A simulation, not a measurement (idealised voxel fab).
Module name: voxel local oxidation (process module)
Shown is cross-section cut, with a width of 255 nm and square cells of size 5 nm.
Cross-section = grid of square cells, listed top down in bands; band = one or more rows.
Within each band entry, the heights of the top and of the bottom of the band appear first, in that order and in nm; the materials of the band then follow from left to right, each with its corresponding width in nm. The designation "everywhere" on a single material indicates that it fills the band from edge to edge; the designation "blank" indicates empty space.
Convention: height 0 is the level below which the wafer, as received, is all one material. The lowest band does not terminate at the bottom but continues downward, represented as "0 -> down".
Width spec "30..40" -> top row of cells at first value, bottom row at second value, equal per-row change in between.
Any step labelled "all unchanged" changed none of the cells in the cross-section.
Any empty space of 8 cells or more lacking an open way to the top shows up in "Unvented cavities" as width x height at distance, distance from the left edge, in nm.
On each step's line, the part that comes after the settings is the simulator's own comment on the step.
"overlay nm" answers the question of how far to the right of plan the mask lay on a step that has a mask, and when it is negative the answer is to the left.

# Process steps (planned)
step 1: RECEIVE: material Si
step 2: CONFORMAL_DEP: material SiO2, thk nm 5
step 3: CONFORMAL_DEP: material SiN, thk nm 15
step 4: PATTERN: tone cover, mask id ACTIVE, material resist, width nm 95, thk nm 20, overlay nm 0
step 5: DIRECTIONAL_ETCH: etch materials SiN, depth nm 15
step 6: STRIP: etch materials resist
step 7: SELECTIVE_ETCH: etch materials SiO2, depth nm 5
step 8: OXIDIZE: depth nm 10
step 9: STRIP: etch materials SiN

# First out of two wafers; run went to plan

# Incoming wafer, cross-sectional view, post step 1
	0 -> down  Si everywhere
	Unvented cavities: none

# You're looking at a cross-section of the wafer after step 2
	5 -> 0  SiO2 everywhere
	Below 0, no change.

# You're looking at a cross-section of the wafer after step 3
	20 -> 5  SiN everywhere
	Below 5, no change.

# You're looking at a cross-section of the wafer after step 4
	40 -> 20  80 of blank, 95 of resist, 80 of blank
	Below 20, no change.

# You're looking at a cross-section of the wafer after step 5
	40 -> 20  80 of blank, 95 of resist, 80 of blank
	20 -> 5  80 of blank, 95 of SiN, 80 of blank
	Below 5, no change.

# You're looking at a cross-section of the wafer after step 6
	20 -> 5  80 of blank, 95 of SiN, 80 of blank
	Below 5, no change.

# You're looking at a cross-section of the wafer after step 7
	20 -> 5  80 of blank, 95 of SiN, 80 of blank
	5 -> 0  85 of blank, 85 of SiO2, 85 of blank
	Below 0, no change.

# You're looking at a cross-section of the wafer after step 8
	20 -> 5  80 of blank, 95 of SiN, 80 of blank
	5 -> 0  85 of blank, 85 of SiO2, 85 of blank
	0 -> -10  95 of SiO2, 65 of Si, 95 of SiO2
	Below -10, no change.

# You're looking at a cross-section of the wafer after step 9
	5 -> 0  85 of blank, 85 of SiO2, 85 of blank
	Below 0, no change.

# The second wafer began exactly as the first did and followed the same plan, but one mistake was made while running it; through step 2 inclusive, the two wafers are identical

# What the second wafer looks like in cross-section when step 3 should have wrapped up
	20 -> 0  SiO2 everywhere
	Below 0, no change.

# What the second wafer looks like in cross-section when step 4 should have wrapped up
	40 -> 20  80 of blank, 95 of resist, 80 of blank
	Below 20, no change.

What the second wafer looks like in cross-section when step 5 should have wrapped up: all unchanged

# What the second wafer looks like in cross-section when step 6 should have wrapped up
	20 -> 0  SiO2 everywhere
	Below 0, no change.

# What the second wafer looks like in cross-section when step 7 should have wrapped up
	15 -> 0  SiO2 everywhere
	Below 0, no change.

What the second wafer looks like in cross-section when step 8 should have wrapped up: all unchanged

What the second wafer looks like in cross-section when step 9 should have wrapped up: all unchanged
Finding, execution versus plan: note that step 3 departed from the planned setting and was carried out as CONFORMAL_DEP: material SiO2, thk nm 15
It is noted that, at the conclusion of processing, the second wafer exhibits a higher or lower cell count for certain materials relative to the first: 76 more of Si; 60 more of SiO2
